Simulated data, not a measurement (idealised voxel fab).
voxel wiring stack: a process module
Each square cell in cross-section cut measures 5 nm, and the section as a whole is 260 nm wide.
Throughout this document, each cross-section is represented as a grid of square cells and is presented as a sequence of bands enumerated from the top downward, where a band comprises one or more rows of cells. Heights first: top, then bottom, in nm. Then materials, left to right, each with a width in nm. "throughout" on a single material: fills the band edge to edge. "blank": empty space. For the purposes of this specification, 0 denotes the height below which the wafer in its as-received condition is composed wholly of one material, and the lowermost band, lacking a lower limit, extends downward without end, as expressed in "0 -> down". Graded width ("30..40"): value in top row of band = first number; value in bottom row = second number; row-to-row change constant. "nothing got changed" after a step means that no cell of the cross-section changed. In "Closed internal voids" the enclosed voids are listed, meaning empty spaces of 8 cells or larger without any opening to the top. The form is width x height at distance, distance from the left edge, units nm. If you see something after the settings on a step's line, that's the simulator's own remark about that step. A step's line can hold "overlay nm"; with a mask on that step, the setting says how far right of the planned place the mask lay, while a negative setting says it lay to the left.

Set out below are the planned steps of the process:
1,RECEIVE (material Si)
2,CONFORMAL_DEP (material SiO2; thk nm 10)
3,CONFORMAL_DEP (material SiCN; thk nm 5)
4,DIRECTIONAL_DEP (material SiO2; thk nm 20)
5,PATTERN (tone open; mask id METAL_1; material resist; width nm 25; pitch nm 40; thk nm 15; overlay nm 0)
6,DIRECTIONAL_ETCH (etch materials SiO2; depth nm 20)
7,DIRECTIONAL_ETCH (etch materials SiCN; depth nm 5)
8,STRIP (etch materials resist)
9,CONFORMAL_DEP (material TiN; thk nm 5)
10,FILL_DEP (material W; thk nm 10)
11,CMP (height nm 35)
12,CONFORMAL_DEP (material SiCN; thk nm 5)
13,DIRECTIONAL_DEP (material SiO2; thk nm 25)
14,PATTERN (tone open; mask id METAL_2; material resist; width nm 25; pitch nm 40; thk nm 20; overlay nm 0)
15,DIRECTIONAL_ETCH (etch materials SiO2; depth nm 15)
16,STRIP (etch materials resist)
17,PATTERN (tone open; mask id METAL_2_HOLES; material resist; width nm 15; pitch nm 80; thk nm 20; overlay nm 0)
18,DIRECTIONAL_ETCH (etch materials SiO2; depth nm 10)
19,DIRECTIONAL_ETCH (etch materials SiCN; depth nm 5)
20,STRIP (etch materials resist)
21,CONFORMAL_DEP (material TiN; thk nm 5)
22,FILL_DEP (material Cu; thk nm 10)
23,CMP (height nm 65)
24,CONFORMAL_DEP (material SiN; thk nm 5)

On the first of the two wafers: run conducted according to plan:

Cross-section of the wafer upon arrival, representing the state reached after step 1:
    0 -> down  Si throughout
    Closed internal voids: none

Cross-section: wafer state after step 2:
    10 -> 0  SiO2 throughout
    At heights below 0, the structure remains unaltered.

Cross-section: wafer state after step 3:
    15 -> 10  SiCN throughout
    At heights below 10, the structure remains unaltered.

Cross-section: wafer state after step 4:
    35 -> 15  SiO2 throughout
    At heights below 15, the structure remains unaltered.

Cross-section: wafer state after step 5:
    50 -> 35  55 of resist | 25 of blank | 15 of resist | 25 of blank | 15 of resist | 25 of blank | 15 of resist | 25 of blank | 60 of resist
    At heights below 35, the structure remains unaltered.

Cross-section: wafer state after step 6:
    50 -> 35  55 of resist | 25 of blank | 15 of resist | 25 of blank | 15 of resist | 25 of blank | 15 of resist | 25 of blank | 60 of resist
    35 -> 15  55 of SiO2 | 25 of blank | 15 of SiO2 | 25 of blank | 15 of SiO2 | 25 of blank | 15 of SiO2 | 25 of blank | 60 of SiO2
    At heights below 15, the structure remains unaltered.

Cross-section: wafer state after step 7:
    50 -> 35  55 of resist | 25 of blank | 15 of resist | 25 of blank | 15 of resist | 25 of blank | 15 of resist | 25 of blank | 60 of resist
    35 -> 15  55 of SiO2 | 25 of blank | 15 of SiO2 | 25 of blank | 15 of SiO2 | 25 of blank | 15 of SiO2 | 25 of blank | 60 of SiO2
    15 -> 10  55 of SiCN | 25 of blank | 15 of SiCN | 25 of blank | 15 of SiCN | 25 of blank | 15 of SiCN | 25 of blank | 60 of SiCN
    At heights below 10, the structure remains unaltered.

Cross-section: wafer state after step 8:
    35 -> 15  55 of SiO2 | 25 of blank | 15 of SiO2 | 25 of blank | 15 of SiO2 | 25 of blank | 15 of SiO2 | 25 of blank | 60 of SiO2
    At heights below 15, the structure remains unaltered.

Cross-section: wafer state after step 9:
    40 -> 35  60 of TiN | 15 of blank | 25 of TiN | 15 of blank | 25 of TiN | 15 of blank | 25 of TiN | 15 of blank | 65 of TiN
    35 -> 15  55 of SiO2 | 5 of TiN | 15 of blank | 5 of TiN | 15 of SiO2 | 5 of TiN | 15 of blank | 5 of TiN | 15 of SiO2 | 5 of TiN | 15 of blank | 5 of TiN | 15 of SiO2 | 5 of TiN | 15 of blank | 5 of TiN | 60 of SiO2
    15 -> 10  55 of SiCN | 25 of TiN | 15 of SiCN | 25 of TiN | 15 of SiCN | 25 of TiN | 15 of SiCN | 25 of TiN | 60 of SiCN
    At heights below 10, the structure remains unaltered.

Cross-section: wafer state after step 10:
    50 -> 40  W throughout
    40 -> 35  60 of TiN | 15 of W | 25 of TiN | 15 of W | 25 of TiN | 15 of W | 25 of TiN | 15 of W | 65 of TiN
    35 -> 15  55 of SiO2 | 5 of TiN | 15 of W | 5 of TiN | 15 of SiO2 | 5 of TiN | 15 of W | 5 of TiN | 15 of SiO2 | 5 of TiN | 15 of W | 5 of TiN | 15 of SiO2 | 5 of TiN | 15 of W | 5 of TiN | 60 of SiO2
    At heights below 15, the structure remains unaltered.

Cross-section: wafer state after step 11:
    35 -> 15  55 of SiO2 | 5 of TiN | 15 of W | 5 of TiN | 15 of SiO2 | 5 of TiN | 15 of W | 5 of TiN | 15 of SiO2 | 5 of TiN | 15 of W | 5 of TiN | 15 of SiO2 | 5 of TiN | 15 of W | 5 of TiN | 60 of SiO2
    At heights below 15, the structure remains unaltered.

Cross-section: wafer state after step 12:
    40 -> 35  SiCN throughout
    At heights below 35, the structure remains unaltered.

Cross-section: wafer state after step 13:
    65 -> 40  SiO2 throughout
    At heights below 40, the structure remains unaltered.

Cross-section: wafer state after step 14:
    85 -> 65  55 of resist | 25 of blank | 15 of resist | 25 of blank | 15 of resist | 25 of blank | 15 of resist | 25 of blank | 60 of resist
    At heights below 65, the structure remains unaltered.

Cross-section: wafer state after step 15:
    85 -> 65  55 of resist | 25 of blank | 15 of resist | 25 of blank | 15 of resist | 25 of blank | 15 of resist | 25 of blank | 60 of resist
    65 -> 50  55 of SiO2 | 25 of blank | 15 of SiO2 | 25 of blank | 15 of SiO2 | 25 of blank | 15 of SiO2 | 25 of blank | 60 of SiO2
    At heights below 50, the structure remains unaltered.

Cross-section: wafer state after step 16:
    65 -> 50  55 of SiO2 | 25 of blank | 15 of SiO2 | 25 of blank | 15 of SiO2 | 25 of blank | 15 of SiO2 | 25 of blank | 60 of SiO2
    At heights below 50, the structure remains unaltered.

Cross-section: wafer state after step 17:
    85 -> 65  55 of resist | 15 of blank | 65 of resist | 15 of blank | 110 of resist
    65 -> 50  55 of SiO2 | 15 of blank | 10 of resist | 15 of SiO2 | 25 of resist | 15 of SiO2 | 15 of blank | 10 of resist | 15 of SiO2 | 25 of resist | 60 of SiO2
    At heights below 50, the structure remains unaltered.

Cross-section: wafer state after step 18:
    85 -> 65  55 of resist | 15 of blank | 65 of resist | 15 of blank | 110 of resist
    65 -> 50  55 of SiO2 | 15 of blank | 10 of resist | 15 of SiO2 | 25 of resist | 15 of SiO2 | 15 of blank | 10 of resist | 15 of SiO2 | 25 of resist | 60 of SiO2
    50 -> 40  55 of SiO2 | 15 of blank | 65 of SiO2 | 15 of blank | 110 of SiO2
    At heights below 40, the structure remains unaltered.

Cross-section: wafer state after step 19:
    85 -> 65  55 of resist | 15 of blank | 65 of resist | 15 of blank | 110 of resist
    65 -> 50  55 of SiO2 | 15 of blank | 10 of resist | 15 of SiO2 | 25 of resist | 15 of SiO2 | 15 of blank | 10 of resist | 15 of SiO2 | 25 of resist | 60 of SiO2
    50 -> 40  55 of SiO2 | 15 of blank | 65 of SiO2 | 15 of blank | 110 of SiO2
    40 -> 35  55 of SiCN | 15 of blank | 65 of SiCN | 15 of blank | 110 of SiCN
    At heights below 35, the structure remains unaltered.

Cross-section: wafer state after step 20:
    65 -> 50  55 of SiO2 | 25 of blank | 15 of SiO2 | 25 of blank | 15 of SiO2 | 25 of blank | 15 of SiO2 | 25 of blank | 60 of SiO2
    At heights below 50, the structure remains unaltered.

Cross-section: wafer state after step 21:
    70 -> 65  60 of TiN | 15 of blank | 25 of TiN | 15 of blank | 25 of TiN | 15 of blank | 25 of TiN | 15 of blank | 65 of TiN
    65 -> 55  55 of SiO2 | 5 of TiN | 15 of blank | 5 of TiN | 15 of SiO2 | 5 of TiN | 15 of blank | 5 of TiN | 15 of SiO2 | 5 of TiN | 15 of blank | 5 of TiN | 15 of SiO2 | 5 of TiN | 15 of blank | 5 of TiN | 60 of SiO2
    55 -> 50  55 of SiO2 | 5 of TiN | 5 of blank | 15 of TiN | 15 of SiO2 | 25 of TiN | 15 of SiO2 | 5 of TiN | 5 of blank | 15 of TiN | 15 of SiO2 | 25 of TiN | 60 of SiO2
    50 -> 40  55 of SiO2 | 5 of TiN | 5 of blank | 5 of TiN | 65 of SiO2 | 5 of TiN | 5 of blank | 5 of TiN | 110 of SiO2
    40 -> 35  55 of SiCN | 15 of TiN | 65 of SiCN | 15 of TiN | 110 of SiCN
    At heights below 35, the structure remains unaltered.

Cross-section: wafer state after step 22:
    80 -> 70  Cu throughout
    70 -> 65  60 of TiN | 15 of Cu | 25 of TiN | 15 of Cu | 25 of TiN | 15 of Cu | 25 of TiN | 15 of Cu | 65 of TiN
    65 -> 55  55 of SiO2 | 5 of TiN | 15 of Cu | 5 of TiN | 15 of SiO2 | 5 of TiN | 15 of Cu | 5 of TiN | 15 of SiO2 | 5 of TiN | 15 of Cu | 5 of TiN | 15 of SiO2 | 5 of TiN | 15 of Cu | 5 of TiN | 60 of SiO2
    55 -> 50  55 of SiO2 | 5 of TiN | 5 of Cu | 15 of TiN | 15 of SiO2 | 25 of TiN | 15 of SiO2 | 5 of TiN | 5 of Cu | 15 of TiN | 15 of SiO2 | 25 of TiN | 60 of SiO2
    50 -> 40  55 of SiO2 | 5 of TiN | 5 of Cu | 5 of TiN | 65 of SiO2 | 5 of TiN | 5 of Cu | 5 of TiN | 110 of SiO2
    At heights below 40, the structure remains unaltered.

Cross-section: wafer state after step 23:
    65 -> 55  55 of SiO2 | 5 of TiN | 15 of Cu | 5 of TiN | 15 of SiO2 | 5 of TiN | 15 of Cu | 5 of TiN | 15 of SiO2 | 5 of TiN | 15 of Cu | 5 of TiN | 15 of SiO2 | 5 of TiN | 15 of Cu | 5 of TiN | 60 of SiO2
    At heights below 55, the structure remains unaltered.

Cross-section: wafer state after step 24:
    70 -> 65  SiN throughout
    At heights below 65, the structure remains unaltered.

Wafer two: like wafer one in start and plan, but with one mistake in execution; identical up to and including step 12:

When step 13 should have ended:
    60 -> 40  55 of resist | 25 of blank | 15 of resist | 25 of blank | 15 of resist | 25 of blank | 15 of resist | 25 of blank | 60 of resist
    At heights below 40, the structure remains unaltered.

When step 14 should have ended:
    85 -> 65  55 of SiO2 | 25 of blank | 15 of SiO2 | 25 of blank | 15 of SiO2 | 25 of blank | 15 of SiO2 | 25 of blank | 60 of SiO2
    65 -> 60  SiO2 throughout
    60 -> 40  55 of resist | 25 of SiO2 | 15 of resist | 25 of SiO2 | 15 of resist | 25 of SiO2 | 15 of resist | 25 of SiO2 | 60 of resist
    At heights below 40, the structure remains unaltered.

When step 15 should have ended:
    70 -> 60  55 of SiO2 | 25 of blank | 15 of SiO2 | 25 of blank | 15 of SiO2 | 25 of blank | 15 of SiO2 | 25 of blank | 60 of SiO2
    60 -> 50  55 of resist | 25 of blank | 15 of resist | 25 of blank | 15 of resist | 25 of blank | 15 of resist | 25 of blank | 60 of resist
    At heights below 50, the structure remains unaltered.

When step 16 should have ended:
    50 -> 40  55 of blank | 25 of SiO2 | 15 of blank | 25 of SiO2 | 15 of blank | 25 of SiO2 | 15 of blank | 25 of SiO2 | 60 of blank
    At heights below 40, the structure remains unaltered.

When step 17 should have ended:
    70 -> 50  55 of resist | 15 of blank | 65 of resist | 15 of blank | 110 of resist
    50 -> 40  55 of resist | 25 of SiO2 | 15 of resist | 25 of SiO2 | 15 of resist | 25 of SiO2 | 15 of resist | 25 of SiO2 | 60 of resist
    At heights below 40, the structure remains unaltered.

When step 18 should have ended:
    70 -> 50  55 of resist | 15 of blank | 65 of resist | 15 of blank | 110 of resist
    50 -> 40  55 of resist | 15 of blank | 10 of SiO2 | 15 of resist | 25 of SiO2 | 15 of resist | 15 of blank | 10 of SiO2 | 15 of resist | 25 of SiO2 | 60 of resist
    At heights below 40, the structure remains unaltered.

When step 19 should have ended:
    70 -> 50  55 of resist | 15 of blank | 65 of resist | 15 of blank | 110 of resist
    50 -> 40  55 of resist | 15 of blank | 10 of SiO2 | 15 of resist | 25 of SiO2 | 15 of resist | 15 of blank | 10 of SiO2 | 15 of resist | 25 of SiO2 | 60 of resist
    40 -> 35  55 of SiCN | 15 of blank | 65 of SiCN | 15 of blank | 110 of SiCN
    At heights below 35, the structure remains unaltered.

When step 20 should have ended:
    50 -> 40  70 of blank | 10 of SiO2 | 15 of blank | 25 of SiO2 | 30 of blank | 10 of SiO2 | 15 of blank | 25 of SiO2 | 60 of blank
    At heights below 40, the structure remains unaltered.

When step 21 should have ended:
    55 -> 50  65 of blank | 20 of TiN | 5 of blank | 35 of TiN | 20 of blank | 20 of TiN | 5 of blank | 35 of TiN | 55 of blank
    50 -> 45  65 of blank | 5 of TiN | 10 of SiO2 | 5 of TiN | 5 of blank | 5 of TiN | 25 of SiO2 | 5 of TiN | 20 of blank | 5 of TiN | 10 of SiO2 | 5 of TiN | 5 of blank | 5 of TiN | 25 of SiO2 | 5 of TiN | 55 of blank
    45 -> 40  60 of TiN | 5 of blank | 5 of TiN | 10 of SiO2 | 15 of TiN | 25 of SiO2 | 20 of TiN | 5 of blank | 5 of TiN | 10 of SiO2 | 15 of TiN | 25 of SiO2 | 60 of TiN
    40 -> 35  55 of SiCN | 15 of TiN | 65 of SiCN | 15 of TiN | 110 of SiCN
    At heights below 35, the structure remains unaltered.

When step 22 should have ended:
    65 -> 55  Cu throughout
    55 -> 50  65 of Cu | 20 of TiN | 5 of Cu | 35 of TiN | 20 of Cu | 20 of TiN | 5 of Cu | 35 of TiN | 55 of Cu
    50 -> 45  65 of Cu | 5 of TiN | 10 of SiO2 | 5 of TiN | 5 of Cu | 5 of TiN | 25 of SiO2 | 5 of TiN | 20 of Cu | 5 of TiN | 10 of SiO2 | 5 of TiN | 5 of Cu | 5 of TiN | 25 of SiO2 | 5 of TiN | 55 of Cu
    45 -> 40  60 of TiN | 5 of Cu | 5 of TiN | 10 of SiO2 | 15 of TiN | 25 of SiO2 | 20 of TiN | 5 of Cu | 5 of TiN | 10 of SiO2 | 15 of TiN | 25 of SiO2 | 60 of TiN
    At heights below 40, the structure remains unaltered.

when step 23 should have ended: nothing got changed

When step 24 should have ended:
    70 -> 65  SiN throughout
    At heights below 65, the structure remains unaltered.
Finding, execution versus plan: transposition of steps 13 and 14 relative to the planned sequence
It is noted that, at the conclusion of processing, the second wafer exhibits a higher or lower cell count for certain materials relative to the first: Cu +136; SiO2 -160; TiN +24
